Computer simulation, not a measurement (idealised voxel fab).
Process module heading - voxel wiring stack
Pictured: cross-section cut, 290 nm wide, on a grid of 5 nm square cells.
Throughout this document, each cross-section is represented as a grid of square cells and is presented as a sequence of bands enumerated from the top downward, where a band comprises one or more rows of cells.
Look at the band entry: it leads with the top's height and the bottom's height in nm. Then it lists the materials left to right, with a width in nm for each. The word "all across" on a single material says that material fills the band edge to edge. The word "blank" is empty space.
A quick word on heights: they are counted from 0, and under that level the wafer as it came to us is one material throughout. The lowest band is different from the rest in having no bottom; it simply continues downward, written as in "0 -> down".
A two-number width, for instance "30 to 40", indicates that the width is equal to the first number in the top row of the band and to the second number in the bottom row, and that it changes by a constant amount per row of cells.
No cell of the cross-section changed in a step that is given as "nothing different".
"Voids, enclosed": sealed empty spaces, 8 cells or more, no open way to top, listed width x height at distance, with distance from the left edge and width, height and distance in nm.
That trailing text on a step's line, after the settings, is the simulator's own remark on the step.
"overlay nm", when on a step's line for a step with a mask, measures how far to the right of its planned place the mask lay; a negative measure means to the left.
Heads up before you read on: it's before/after pairs around one process step each, after side only down to the lowest band that changed, step plus settings under the pair. Pairs can be from different runs of this module, same starting wafer, so only chain a pair onto the one above if its "Prior state" entry says so.

**Prior state**
  65 -> 50: SiO2=85 | blank=20 | SiO2=35 | blank=15 | SiO2=30 | blank=20 | SiO2=85
  50 -> 40: SiO2=85 | blank=15 | SiO2=85 | blank=15 | SiO2=90
  40 -> 35: SiCN=90 | blank=10 | SiCN=90 | blank=10 | SiCN=90
  35 -> 20: SiO2=85 | TiN=5 | Cu=10 | TiN=5 | SiO2=30 | TiN=5 | Cu=10 | TiN=5 | SiO2=30 | TiN=5 | Cu=10 | TiN=5 | SiO2=85
  20 -> 15: SiN=85 | TiN=20 | SiN=30 | TiN=20 | SiN=30 | TiN=20 | SiN=85
  15 -> 0: SiO2 all across
  0 -> down: Si all across
  Voids, enclosed: none

**Result of Step**
  70 -> 65: TiN=90 | blank=10 | TiN=45 | blank=5 | TiN=40 | blank=10 | TiN=90
  65 -> 55: SiO2=85 | TiN=5 | blank=10 | TiN=5 | SiO2=35 | TiN=5 | blank=5 | TiN=5 | SiO2=30 | TiN=5 | blank=10 | TiN=5 | SiO2=85
  55 -> 50: SiO2=85 | TiN=5 | blank=5 | TiN=10 | SiO2=35 | TiN=15 | SiO2=30 | TiN=5 | blank=5 | TiN=10 | SiO2=85
  50 -> 45: SiO2=85 | TiN=5 | blank=5 | TiN=5 | SiO2=85 | TiN=5 | blank=5 | TiN=5 | SiO2=90
  45 -> 40: SiO2=85 | TiN=15 | SiO2=85 | TiN=15 | SiO2=90
  40 -> 35: SiCN=90 | TiN=10 | SiCN=90 | TiN=10 | SiCN=90
  Heights below 35 show no change.
  Voids, enclosed: none
Step between the pre-process and post-process cross-sections given above: CONFORMAL_DEP | material TiN | thk nm 5

Prior state: This step starts from the configuration shown after the step in the pair immediately above.

**Result of Step**
  80 -> 70: Ru all across
  70 -> 65: TiN=90 | Ru=10 | TiN=45 | Ru=5 | TiN=40 | Ru=10 | TiN=90
  65 -> 55: SiO2=85 | TiN=5 | Ru=10 | TiN=5 | SiO2=35 | TiN=5 | Ru=5 | TiN=5 | SiO2=30 | TiN=5 | Ru=10 | TiN=5 | SiO2=85
  55 -> 50: SiO2=85 | TiN=5 | Ru=5 | TiN=10 | SiO2=35 | TiN=15 | SiO2=30 | TiN=5 | Ru=5 | TiN=10 | SiO2=85
  50 -> 45: SiO2=85 | TiN=5 | Ru=5 | TiN=5 | SiO2=85 | TiN=5 | Ru=5 | TiN=5 | SiO2=90
  Heights below 45 show no change.
  Voids, enclosed: none
Step between the pre-process and post-process cross-sections given above: FILL_DEP | material Ru | thk nm 10

Prior state: This step starts from the configuration shown after the step in the pair immediately above.

**Result of Step**
  65 -> 55: SiO2=85 | TiN=5 | Ru=10 | TiN=5 | SiO2=35 | TiN=5 | Ru=5 | TiN=5 | SiO2=30 | TiN=5 | Ru=10 | TiN=5 | SiO2=85
  Heights below 55 show no change.
  Voids, enclosed: none
Step between the pre-process and post-process cross-sections given above: CMP | height nm 65

Prior state: This step starts from the configuration shown after the step in the pair immediately above.

**Result of Step**
  70 -> 65: SiCN all across
  Heights below 65 show no change.
  Voids, enclosed: none
Step between the pre-process and post-process cross-sections given above: CONFORMAL_DEP | material SiCN | thk nm 5

Prior state: This step starts from the configuration shown after the step in the pair immediately above.

**Result of Step**
  100 -> 70: lowk all across
  Heights below 70 show no change.
  Voids, enclosed: none
Step between the pre-process and post-process cross-sections given above: DIRECTIONAL_DEP | material lowk | thk nm 30

Prior state: This step starts from the configuration shown after the step in the pair immediately above.

**Result of Step**
  120 -> 100: resist=85 | blank=15 | resist=85 | blank=15 | resist=90
  Heights below 100 show no change.
  Voids, enclosed: none
Step between the pre-process and post-process cross-sections given above: PATTERN | tone open | mask id METAL_3_HOLES | material resist | width nm 15 | pitch nm 100 | thk nm 20 | overlay nm 0

Prior state: This step starts from the configuration shown after the step in the pair immediately above.

**Result of Step**
  120 -> 100: resist=85 | blank=15 | resist=85 | blank=15 | resist=90
  100 -> 70: lowk=85 | blank=15 | lowk=85 | blank=15 | lowk=90
  Heights below 70 show no change.
  Voids, enclosed: none
Step between the pre-process and post-process cross-sections given above: DIRECTIONAL_ETCH | etch materials lowk | depth nm 30

Prior state: This step starts from the configuration shown after the step in the pair immediately above.

**Result of Step**
  100 -> 70: lowk=85 | blank=15 | lowk=85 | blank=15 | lowk=90
  Heights below 70 show no change.
  Voids, enclosed: none
Step between the pre-process and post-process cross-sections given above: STRIP | etch materials resist

Prior state: This step starts from the configuration shown after the step in the pair immediately above.

**Result of Step**
  100 -> 80: lowk=85 | blank=20 | lowk=30 | blank=20 | lowk=30 | blank=20 | lowk=85
  Heights below 80 show no change.
  Voids, enclosed: none
Step between the pre-process and post-process cross-sections given above: MASKED_ETCH | tone open | mask id METAL_3 | width nm 20 | pitch nm 50 | etch materials lowk | depth nm 20 | overlay nm 0

Prior state: This step starts from the configuration shown after the step in the pair immediately above.

**Result of Step**
  100 -> 80: lowk=85 | blank=20 | lowk=30 | blank=20 | lowk=30 | blank=20 | lowk=85
  80 -> 70: lowk=85 | blank=15 | lowk=85 | blank=15 | lowk=90
  70 -> 65: SiCN=85 | blank=15 | SiCN=85 | blank=15 | SiCN=90
  Heights below 65 show no change.
  Voids, enclosed: none
Step between the pre-process and post-process cross-sections given above: MASKED_ETCH | tone open | mask id METAL_3 | width nm 20 | pitch nm 50 | etch materials SiCN | depth nm 5 | overlay nm 0

Prior state: This step starts from the configuration shown after the step in the pair immediately above.

**Result of Step**
  105 -> 100: TiN=90 | blank=10 | TiN=40 | blank=10 | TiN=40 | blank=10 | TiN=90
  100 -> 85: lowk=85 | TiN=5 | blank=10 | TiN=5 | lowk=30 | TiN=5 | blank=10 | TiN=5 | lowk=30 | TiN=5 | blank=10 | TiN=5 | lowk=85
  85 -> 80: lowk=85 | TiN=5 | blank=5 | TiN=10 | lowk=30 | TiN=20 | lowk=30 | TiN=5 | blank=5 | TiN=10 | lowk=85
  80 -> 70: lowk=85 | TiN=5 | blank=5 | TiN=5 | lowk=85 | TiN=5 | blank=5 | TiN=5 | lowk=90
  70 -> 65: SiCN=85 | TiN=15 | SiCN=85 | TiN=15 | SiCN=90
  Heights below 65 show no change.
  Voids, enclosed: none
Step between the pre-process and post-process cross-sections given above: CONFORMAL_DEP | material TiN | thk nm 5

Prior state: This step starts from the configuration shown after the step in the pair immediately above.

**Result of Step**
  115 -> 105: Ru all across
  105 -> 100: TiN=90 | Ru=10 | TiN=40 | Ru=10 | TiN=40 | Ru=10 | TiN=90
  100 -> 85: lowk=85 | TiN=5 | Ru=10 | TiN=5 | lowk=30 | TiN=5 | Ru=10 | TiN=5 | lowk=30 | TiN=5 | Ru=10 | TiN=5 | lowk=85
  85 -> 80: lowk=85 | TiN=5 | Ru=5 | TiN=10 | lowk=30 | TiN=20 | lowk=30 | TiN=5 | Ru=5 | TiN=10 | lowk=85
  80 -> 70: lowk=85 | TiN=5 | Ru=5 | TiN=5 | lowk=85 | TiN=5 | Ru=5 | TiN=5 | lowk=90
  Heights below 70 show no change.
  Voids, enclosed: none
Step between the pre-process and post-process cross-sections given above: FILL_DEP | material Ru | thk nm 10

Prior state: This step starts from the configuration shown after the step in the pair immediately above.

**Result of Step**
  100 -> 85: lowk=85 | TiN=5 | Ru=10 | TiN=5 | lowk=30 | TiN=5 | Ru=10 | TiN=5 | lowk=30 | TiN=5 | Ru=10 | TiN=5 | lowk=85
  Heights below 85 show no change.
  Voids, enclosed: none
Step between the pre-process and post-process cross-sections given above: CMP | height nm 100

Prior state: This step starts from the configuration shown after the step in the pair immediately above.

**Result of Step**
  105 -> 100: SiCN all across
  Heights below 100 show no change.
  Voids, enclosed: none
Step between the pre-process and post-process cross-sections given above: CONFORMAL_DEP | material SiCN | thk nm 5

Prior state: This step starts from the configuration shown after the step in the pair immediately above.

**Result of Step**
  115 -> 105: lowk all across
  Heights below 105 show no change.
  Voids, enclosed: none
Step between the pre-process and post-process cross-sections given above: DIRECTIONAL_DEP | material lowk | thk nm 10

Prior state: This step starts from the configuration shown after the step in the pair immediately above.

**Result of Step**
  115 -> 105: lowk=85 | blank=15 | lowk=35 | blank=15 | lowk=35 | blank=15 | lowk=90
  Heights below 105 show no change.
  Voids, enclosed: none
Step between the pre-process and post-process cross-sections given above: MASKED_ETCH | tone open | mask id PLUG_3 | width nm 15 | pitch nm 50 | etch materials lowk | depth nm 10 | overlay nm 0

Prior state: This step starts from the configuration shown after the step in the pair immediately above.

**Result of Step**
  115 -> 105: lowk=85 | blank=15 | lowk=35 | blank=15 | lowk=35 | blank=15 | lowk=90
  105 -> 100: SiCN=85 | blank=15 | SiCN=35 | blank=15 | SiCN=35 | blank=15 | SiCN=90
  Heights below 100 show no change.
  Voids, enclosed: none
Step between the pre-process and post-process cross-sections given above: MASKED_ETCH | tone open | mask id PLUG_3 | width nm 15 | pitch nm 50 | etch materials SiCN | depth nm 5 | overlay nm 0

Prior state: This step starts from the configuration shown after the step in the pair immediately above.

**Result of Step**
  115 -> 110: lowk=85 | blank=15 | lowk=35 | blank=15 | lowk=35 | blank=15 | lowk=90
  110 -> 105: lowk=85 | Ru=15 | lowk=35 | Ru=15 | lowk=35 | Ru=15 | lowk=90
  105 -> 100: SiCN=85 | Ru=15 | SiCN=35 | Ru=15 | SiCN=35 | Ru=15 | SiCN=90
  Heights below 100 show no change.
  Voids, enclosed: none
Step between the pre-process and post-process cross-sections given above: EPI | material Ru | thk nm 10

Prior state: This step starts from the configuration shown after the step in the pair immediately above.

**Result of Step**
  115 -> 105: lowk=85 | Ru=15 | lowk=35 | Ru=15 | lowk=35 | Ru=15 | lowk=90
  Heights below 105 show no change.
  Voids, enclosed: none
Step between the pre-process and post-process cross-sections given above: EPI | material Ru | thk nm 5

Prior state: This step starts from the configuration shown after the step in the pair immediately above.

**Result of Step**
  120 -> 115: SiN all across
  Heights below 115 show no change.
  Voids, enclosed: none
Step between the pre-process and post-process cross-sections given above: CONFORMAL_DEP | material SiN | thk nm 5

Prior state: This step starts from the configuration shown after the step in the pair immediately above.

**Result of Step**
  135 -> 120: lowk all across
  Heights below 120 show no change.
  Voids, enclosed: none
Step between the pre-process and post-process cross-sections given above: DIRECTIONAL_DEP | material lowk | thk nm 15

Prior state: This step starts from the configuration shown after the step in the pair immediately above.

**Result of Step**
  150 -> 135: aC all across
  Heights below 135 show no change.
  Voids, enclosed: none
Step between the pre-process and post-process cross-sections given above: DIRECTIONAL_DEP | material aC | thk nm 15

Prior state: This step starts from the configuration shown after the step in the pair immediately above.

**Result of Step**
  185 -> 150: resist=85 | blank=20 | resist=30 | blank=20 | resist=30 | blank=20 | resist=85
  Heights below 150 show no change.
  Voids, enclosed: none
Step between the pre-process and post-process cross-sections given above: PATTERN | tone open | mask id METAL_4 | material resist | width nm 20 | pitch nm 50 | thk nm 35 | overlay nm 0

Prior state: This step starts from the configuration shown after the step in the pair immediately above.

**Result of Step**
  170 -> 150: resist=85 | blank=20 | resist=30 | blank=20 | resist=30 | blank=20 | resist=85
  150 -> 135: aC=85 | blank=20 | aC=30 | blank=20 | aC=30 | blank=20 | aC=85
  Heights below 135 show no change.
  Voids, enclosed: none
Step between the pre-process and post-process cross-sections given above: DIRECTIONAL_ETCH | etch materials aC | depth nm 15

Prior state: This step starts from the configuration shown after the step in the pair immediately above.

**Result of Step**
  150 -> 135: aC=85 | blank=20 | aC=30 | blank=20 | aC=30 | blank=20 | aC=85
  Heights below 135 show no change.
  Voids, enclosed: none
Step between the pre-process and post-process cross-sections given above: STRIP | etch materials resist

Prior state: This step starts from the configuration shown after the step in the pair immediately above.

**Result of Step**
  150 -> 135: aC=85 | blank=20 | aC=30 | blank=20 | aC=30 | blank=20 | aC=85
  135 -> 120: lowk=85 | blank=20 | lowk=30 | blank=20 | lowk=30 | blank=20 | lowk=85
  Heights below 120 show no change.
  Voids, enclosed: none
Step between the pre-process and post-process cross-sections given above: DIRECTIONAL_ETCH | etch materials lowk | depth nm 15

Prior state: This step starts from the configuration shown after the step in the pair immediately above.

**Result of Step**
  150 -> 135: aC=85 | blank=20 | aC=30 | blank=20 | aC=30 | blank=20 | aC=85
  135 -> 120: lowk=85 | blank=20 | lowk=30 | blank=20 | lowk=30 | blank=20 | lowk=85
  120 -> 115: SiN=85 | blank=20 | SiN=30 | blank=20 | SiN=30 | blank=20 | SiN=85
  Heights below 115 show no change.
  Voids, enclosed: none
Step between the pre-process and post-process cross-sections given above: DIRECTIONAL_ETCH | etch materials SiN | depth nm 5

Prior state: This step starts from the configuration shown after the step in the pair immediately above.

**Result of Step**
  135 -> 120: lowk=85 | blank=20 | lowk=30 | blank=20 | lowk=30 | blank=20 | lowk=85
  Heights below 120 show no change.
  Voids, enclosed: none
Step between the pre-process and post-process cross-sections given above: STRIP | etch materials aC

Prior state: This step starts from the configuration shown after the step in the pair immediately above.

**Result of Step**
  140 -> 135: TiN=90 | blank=10 | TiN=40 | blank=10 | TiN=40 | blank=10 | TiN=90
  135 -> 120: lowk=85 | TiN=5 | blank=10 | TiN=5 | lowk=30 | TiN=5 | blank=10 | TiN=5 | lowk=30 | TiN=5 | blank=10 | TiN=5 | lowk=85
  120 -> 115: SiN=85 | TiN=20 | SiN=30 | TiN=20 | SiN=30 | TiN=20 | SiN=85
  Heights below 115 show no change.
  Voids, enclosed: none
Step between the pre-process and post-process cross-sections given above: CONFORMAL_DEP | material TiN | thk nm 5

Prior state: This step starts from the configuration shown after the step in the pair immediately above.

**Result of Step**
  145 -> 140: Ru all across
  140 -> 135: TiN=90 | Ru=10 | TiN=40 | Ru=10 | TiN=40 | Ru=10 | TiN=90
  135 -> 120: lowk=85 | TiN=5 | Ru=10 | TiN=5 | lowk=30 | TiN=5 | Ru=10 | TiN=5 | lowk=30 | TiN=5 | Ru=10 | TiN=5 | lowk=85
  Heights below 120 show no change.
  Voids, enclosed: none
Step between the pre-process and post-process cross-sections given above: FILL_DEP | material Ru | thk nm 5

Prior state: This step starts from the configuration shown after the step in the pair immediately above.

**Result of Step**
  135 -> 120: lowk=85 | TiN=5 | Ru=10 | TiN=5 | lowk=30 | TiN=5 | Ru=10 | TiN=5 | lowk=30 | TiN=5 | Ru=10 | TiN=5 | lowk=85
  Heights below 120 show no change.
  Voids, enclosed: none
Step between the pre-process and post-process cross-sections given above: CMP | height nm 135

Prior state: This step starts from the configuration shown after the step in the pair immediately above.

**Result of Step**
  140 -> 135: blank=80 | Ru=30 | blank=20 | Ru=30 | blank=20 | Ru=30 | blank=80
  Heights below 135 show no change.
  Voids, enclosed: none
Step between the pre-process and post-process cross-sections given above: EPI | material Ru | thk nm 5

Prior state: This step starts from the configuration shown after the step in the pair immediately above.

**Result of Step**
  145 -> 140: SiCN all across
  140 -> 135: SiCN=80 | Ru=30 | SiCN=20 | Ru=30 | SiCN=20 | Ru=30 | SiCN=80
  Heights below 135 show no change.
  Voids, enclosed: none
Step between the pre-process and post-process cross-sections given above: FILL_DEP | material SiCN | thk nm 5

**Prior state**
  65 -> 40: SiO2=85 | blank=15 | SiO2=85 | blank=15 | SiO2=90
  40 -> 35: SiCN all across
  35 -> 20: SiO2=85 | TiN=5 | Cu=10 | TiN=5 | SiO2=30 | TiN=5 | Cu=10 | TiN=5 | SiO2=30 | TiN=5 | Cu=10 | TiN=5 | SiO2=85
  20 -> 15: SiN=85 | TiN=20 | SiN=30 | TiN=20 | SiN=30 | TiN=20 | SiN=85
  15 -> 0: SiO2 all across
  0 -> down: Si all across
  Voids, enclosed: none

**Result of Step**
  80 -> 65: resist=95 | blank=20 | resist=30 | blank=20 | resist=30 | blank=20 | resist=75
  65 -> 40: SiO2=85 | resist=10 | blank=5 | SiO2=85 | resist=10 | blank=5 | SiO2=90
  Heights below 40 show no change.
  Voids, enclosed: none
Step between the pre-process and post-process cross-sections given above: PATTERN | tone open | mask id METAL_2 | material resist | width nm 20 | pitch nm 50 | thk nm 15 | overlay nm 10

Prior state: This step starts from the configuration shown after the step in the pair immediately above.

**Result of Step**
  80 -> 65: resist=95 | blank=20 | resist=30 | blank=20 | resist=30 | blank=20 | resist=75
  65 -> 50: SiO2=85 | resist=10 | blank=20 | SiO2=30 | blank=20 | SiO2=20 | resist=10 | blank=20 | SiO2=75
  Heights below 50 show no change.
  Voids, enclosed: none
Step between the pre-process and post-process cross-sections given above: DIRECTIONAL_ETCH | etch materials SiO2 | depth nm 15

Prior state: This step starts from the configuration shown after the step in the pair immediately above.

**Result of Step**
  80 -> 65: resist=95 | blank=20 | resist=30 | blank=20 | resist=30 | blank=20 | resist=75
  65 -> 50: SiO2=85 | resist=10 | blank=20 | SiO2=30 | blank=20 | SiO2=20 | resist=10 | blank=20 | SiO2=75
  50 -> 40: SiO2=85 | resist=10 | blank=5 | SiO2=85 | resist=10 | blank=5 | SiO2=90
  40 -> 35: SiCN=95 | blank=5 | SiCN=95 | blank=5 | SiCN=90
  Heights below 35 show no change.
  Voids, enclosed: none
Step between the pre-process and post-process cross-sections given above: DIRECTIONAL_ETCH | etch materials SiCN | depth nm 5

Prior state: This step starts from the configuration shown after the step in the pair immediately above.

**Result of Step**
  65 -> 50: SiO2=85 | blank=30 | SiO2=30 | blank=20 | SiO2=20 | blank=30 | SiO2=75
  50 -> 40: SiO2=85 | blank=15 | SiO2=85 | blank=15 | SiO2=90
  Heights below 40 show no change.
  Voids, enclosed: none
Step between the pre-process and post-process cross-sections given above: STRIP | etch materials resist

Prior state: This step starts from the configuration shown after the step in the pair immediately above.

**Result of Step**
  70 -> 65: TiN=90 | blank=20 | TiN=40 | blank=10 | TiN=30 | blank=20 | TiN=80
  65 -> 55: SiO2=85 | TiN=5 | blank=20 | TiN=5 | SiO2=30 | TiN=5 | blank=10 | TiN=5 | SiO2=20 | TiN=5 | blank=20 | TiN=5 | SiO2=75
  55 -> 50: SiO2=85 | TiN=5 | blank=5 | TiN=20 | SiO2=30 | TiN=20 | SiO2=20 | TiN=5 | blank=5 | TiN=20 | SiO2=75
  50 -> 45: SiO2=85 | TiN=5 | blank=5 | TiN=5 | SiO2=85 | TiN=5 | blank=5 | TiN=5 | SiO2=90
  45 -> 40: SiO2=85 | TiN=15 | SiO2=85 | TiN=15 | SiO2=90
  40 -> 35: SiCN=95 | TiN=5 | SiCN=95 | TiN=5 | SiCN=90
  Heights below 35 show no change.
  Voids, enclosed: none
Step between the pre-process and post-process cross-sections given above: CONFORMAL_DEP | material TiN | thk nm 5

Prior state: This step starts from the configuration shown after the step in the pair immediately above.

**Result of Step**
  80 -> 70: Ru all across
  70 -> 65: TiN=90 | Ru=20 | TiN=40 | Ru=10 | TiN=30 | Ru=20 | TiN=80
  65 -> 55: SiO2=85 | TiN=5 | Ru=20 | TiN=5 | SiO2=30 | TiN=5 | Ru=10 | TiN=5 | SiO2=20 | TiN=5 | Ru=20 | TiN=5 | SiO2=75
  55 -> 50: SiO2=85 | TiN=5 | Ru=5 | TiN=20 | SiO2=30 | TiN=20 | SiO2=20 | TiN=5 | Ru=5 | TiN=20 | SiO2=75
  50 -> 45: SiO2=85 | TiN=5 | Ru=5 | TiN=5 | SiO2=85 | TiN=5 | Ru=5 | TiN=5 | SiO2=90
  Heights below 45 show no change.
  Voids, enclosed: none
Step between the pre-process and post-process cross-sections given above: FILL_DEP | material Ru | thk nm 10

Prior state: This step starts from the configuration shown after the step in the pair immediately above.

**Result of Step**
  65 -> 55: SiO2=85 | TiN=5 | Ru=20 | TiN=5 | SiO2=30 | TiN=5 | Ru=10 | TiN=5 | SiO2=20 | TiN=5 | Ru=20 | TiN=5 | SiO2=75
  Heights below 55 show no change.
  Voids, enclosed: none
Step between the pre-process and post-process cross-sections given above: CMP | height nm 65

Prior state: This step starts from the configuration shown after the step in the pair immediately above.

**Result of Step**
  70 -> 65: SiCN all across
  Heights below 65 show no change.
  Voids, enclosed: none
Step between the pre-process and post-process cross-sections given above: CONFORMAL_DEP | material SiCN | thk nm 5

Prior state: This step starts from the configuration shown after the step in the pair immediately above.

**Result of Step**
  100 -> 70: lowk all across
  Heights below 70 show no change.
  Voids, enclosed: none
Step between the pre-process and post-process cross-sections given above: DIRECTIONAL_DEP | material lowk | thk nm 30

Prior state: This step starts from the configuration shown after the step in the pair immediately above.

**Result of Step**
  120 -> 100: resist=85 | blank=15 | resist=85 | blank=15 | resist=90
  Heights below 100 show no change.
  Voids, enclosed: none
Step between the pre-process and post-process cross-sections given above: PATTERN | tone open | mask id METAL_3_HOLES | material resist | width nm 15 | pitch nm 100 | thk nm 20 | overlay nm 0

Prior state: This step starts from the configuration shown after the step in the pair immediately above.

**Result of Step**
  120 -> 100: resist=85 | blank=15 | resist=85 | blank=15 | resist=90
  100 -> 70: lowk=85 | blank=15 | lowk=85 | blank=15 | lowk=90
  Heights below 70 show no change.
  Voids, enclosed: none
Step between the pre-process and post-process cross-sections given above: DIRECTIONAL_ETCH | etch materials lowk | depth nm 30

Prior state: This step starts from the configuration shown after the step in the pair immediately above.

**Result of Step**
  100 -> 70: lowk=85 | blank=15 | lowk=85 | blank=15 | lowk=90
  Heights below 70 show no change.
  Voids, enclosed: none
Step between the pre-process and post-process cross-sections given above: STRIP | etch materials resist

Prior state: This step starts from the configuration shown after the step in the pair immediately above.

**Result of Step**
  100 -> 80: lowk=85 | blank=20 | lowk=30 | blank=20 | lowk=30 | blank=20 | lowk=85
  Heights below 80 show no change.
  Voids, enclosed: none
Step between the pre-process and post-process cross-sections given above: MASKED_ETCH | tone open | mask id METAL_3 | width nm 20 | pitch nm 50 | etch materials lowk | depth nm 20 | overlay nm 0

Prior state: This step starts from the configuration shown after the step in the pair immediately above.

**Result of Step**
  100 -> 80: lowk=85 | blank=20 | lowk=30 | blank=20 | lowk=30 | blank=20 | lowk=85
  80 -> 70: lowk=85 | blank=15 | lowk=85 | blank=15 | lowk=90
  70 -> 65: SiCN=85 | blank=15 | SiCN=85 | blank=15 | SiCN=90
  Heights below 65 show no change.
  Voids, enclosed: none
Step between the pre-process and post-process cross-sections given above: MASKED_ETCH | tone open | mask id METAL_3 | width nm 20 | pitch nm 50 | etch materials SiCN | depth nm 5 | overlay nm 0

Prior state: This step starts from the configuration shown after the step in the pair immediately above.

**Result of Step**
  105 -> 100: TiN=90 | blank=10 | TiN=40 | blank=10 | TiN=40 | blank=10 | TiN=90
  100 -> 85: lowk=85 | TiN=5 | blank=10 | TiN=5 | lowk=30 | TiN=5 | blank=10 | TiN=5 | lowk=30 | TiN=5 | blank=10 | TiN=5 | lowk=85
  85 -> 80: lowk=85 | TiN=5 | blank=5 | TiN=10 | lowk=30 | TiN=20 | lowk=30 | TiN=5 | blank=5 | TiN=10 | lowk=85
  80 -> 70: lowk=85 | TiN=5 | blank=5 | TiN=5 | lowk=85 | TiN=5 | blank=5 | TiN=5 | lowk=90
  70 -> 65: SiCN=85 | TiN=15 | SiCN=85 | TiN=15 | SiCN=90
  Heights below 65 show no change.
  Voids, enclosed: none
Step between the pre-process and post-process cross-sections given above: CONFORMAL_DEP | material TiN | thk nm 5

Prior state: This step starts from the configuration shown after the step in the pair immediately above.

**Result of Step**
  115 -> 105: Ru all across
  105 -> 100: TiN=90 | Ru=10 | TiN=40 | Ru=10 | TiN=40 | Ru=10 | TiN=90
  100 -> 85: lowk=85 | TiN=5 | Ru=10 | TiN=5 | lowk=30 | TiN=5 | Ru=10 | TiN=5 | lowk=30 | TiN=5 | Ru=10 | TiN=5 | lowk=85
  85 -> 80: lowk=85 | TiN=5 | Ru=5 | TiN=10 | lowk=30 | TiN=20 | lowk=30 | TiN=5 | Ru=5 | TiN=10 | lowk=85
  80 -> 70: lowk=85 | TiN=5 | Ru=5 | TiN=5 | lowk=85 | TiN=5 | Ru=5 | TiN=5 | lowk=90
  Heights below 70 show no change.
  Voids, enclosed: none
Step between the pre-process and post-process cross-sections given above: FILL_DEP | material Ru | thk nm 10

Prior state: This step starts from the configuration shown after the step in the pair immediately above.

**Result of Step**
  100 -> 85: lowk=85 | TiN=5 | Ru=10 | TiN=5 | lowk=30 | TiN=5 | Ru=10 | TiN=5 | lowk=30 | TiN=5 | Ru=10 | TiN=5 | lowk=85
  Heights below 85 show no change.
  Voids, enclosed: none
Step between the pre-process and post-process cross-sections given above: CMP | height nm 100

Prior state: This step starts from the configuration shown after the step in the pair immediately above.

**Result of Step**
  105 -> 100: SiCN all across
  Heights below 100 show no change.
  Voids, enclosed: none
Step between the pre-process and post-process cross-sections given above: CONFORMAL_DEP | material SiCN | thk nm 5

Prior state: This step starts from the configuration shown after the step in the pair immediately above.

**Result of Step**
  115 -> 105: lowk all across
  Heights below 105 show no change.
  Voids, enclosed: none
Step between the pre-process and post-process cross-sections given above: DIRECTIONAL_DEP | material lowk | thk nm 10

Prior state: This step starts from the configuration shown after the step in the pair immediately above.

**Result of Step**
  115 -> 105: lowk=85 | blank=15 | lowk=35 | blank=15 | lowk=35 | blank=15 | lowk=90
  Heights below 105 show no change.
  Voids, enclosed: none
Step between the pre-process and post-process cross-sections given above: MASKED_ETCH | tone open | mask id PLUG_3 | width nm 15 | pitch nm 50 | etch materials lowk | depth nm 10 | overlay nm 0

Prior state: This step starts from the configuration shown after the step in the pair immediately above.

**Result of Step**
  115 -> 105: lowk=85 | blank=15 | lowk=35 | blank=15 | lowk=35 | blank=15 | lowk=90
  105 -> 100: SiCN=85 | blank=15 | SiCN=35 | blank=15 | SiCN=35 | blank=15 | SiCN=90
  Heights below 100 show no change.
  Voids, enclosed: none
Step between the pre-process and post-process cross-sections given above: MASKED_ETCH | tone open | mask id PLUG_3 | width nm 15 | pitch nm 50 | etch materials SiCN | depth nm 5 | overlay nm 0

Prior state: This step starts from the configuration shown after the step in the pair immediately above.

**Result of Step**
  115 -> 110: lowk=85 | blank=15 | lowk=35 | blank=15 | lowk=35 | blank=15 | lowk=90
  110 -> 105: lowk=85 | Ru=15 | lowk=35 | Ru=15 | lowk=35 | Ru=15 | lowk=90
  105 -> 100: SiCN=85 | Ru=15 | SiCN=35 | Ru=15 | SiCN=35 | Ru=15 | SiCN=90
  Heights below 100 show no change.
  Voids, enclosed: none
Step between the pre-process and post-process cross-sections given above: EPI | material Ru | thk nm 10

Prior state: This step starts from the configuration shown after the step in the pair immediately above.

**Result of Step**
  115 -> 105: lowk=85 | Ru=15 | lowk=35 | Ru=15 | lowk=35 | Ru=15 | lowk=90
  Heights below 105 show no change.
  Voids, enclosed: none
Step between the pre-process and post-process cross-sections given above: EPI | material Ru | thk nm 5

Prior state: This step starts from the configuration shown after the step in the pair immediately above.

**Result of Step**
  120 -> 115: SiN all across
  Heights below 115 show no change.
  Voids, enclosed: none
Step between the pre-process and post-process cross-sections given above: CONFORMAL_DEP | material SiN | thk nm 5

Prior state: This step starts from the configuration shown after the step in the pair immediately above.

**Result of Step**
  135 -> 120: lowk all across
  Heights below 120 show no change.
  Voids, enclosed: none
Step between the pre-process and post-process cross-sections given above: DIRECTIONAL_DEP | material lowk | thk nm 15

Prior state: This step starts from the configuration shown after the step in the pair immediately above.

**Result of Step**
  150 -> 135: aC all across
  Heights below 135 show no change.
  Voids, enclosed: none
Step between the pre-process and post-process cross-sections given above: DIRECTIONAL_DEP | material aC | thk nm 15

Prior state: This step starts from the configuration shown after the step in the pair immediately above.

**Result of Step**
  185 -> 150: resist=85 | blank=20 | resist=30 | blank=20 | resist=30 | blank=20 | resist=85
  Heights below 150 show no change.
  Voids, enclosed: none
Step between the pre-process and post-process cross-sections given above: PATTERN | tone open | mask id METAL_4 | material resist | width nm 20 | pitch nm 50 | thk nm 35 | overlay nm 0

Prior state: This step starts from the configuration shown after the step in the pair immediately above.

**Result of Step**
  170 -> 150: resist=85 | blank=20 | resist=30 | blank=20 | resist=30 | blank=20 | resist=85
  150 -> 135: aC=85 | blank=20 | aC=30 | blank=20 | aC=30 | blank=20 | aC=85
  Heights below 135 show no change.
  Voids, enclosed: none
Step between the pre-process and post-process cross-sections given above: DIRECTIONAL_ETCH | etch materials aC | depth nm 15

Prior state: This step starts from the configuration shown after the step in the pair immediately above.

**Result of Step**
  150 -> 135: aC=85 | blank=20 | aC=30 | blank=20 | aC=30 | blank=20 | aC=85
  Heights below 135 show no change.
  Voids, enclosed: none
Step between the pre-process and post-process cross-sections given above: STRIP | etch materials resist

Prior state: This step starts from the configuration shown after the step in the pair immediately above.

**Result of Step**
  150 -> 135: aC=85 | blank=20 | aC=30 | blank=20 | aC=30 | blank=20 | aC=85
  135 -> 120: lowk=85 | blank=20 | lowk=30 | blank=20 | lowk=30 | blank=20 | lowk=85
  Heights below 120 show no change.
  Voids, enclosed: none
Step between the pre-process and post-process cross-sections given above: DIRECTIONAL_ETCH | etch materials lowk | depth nm 15
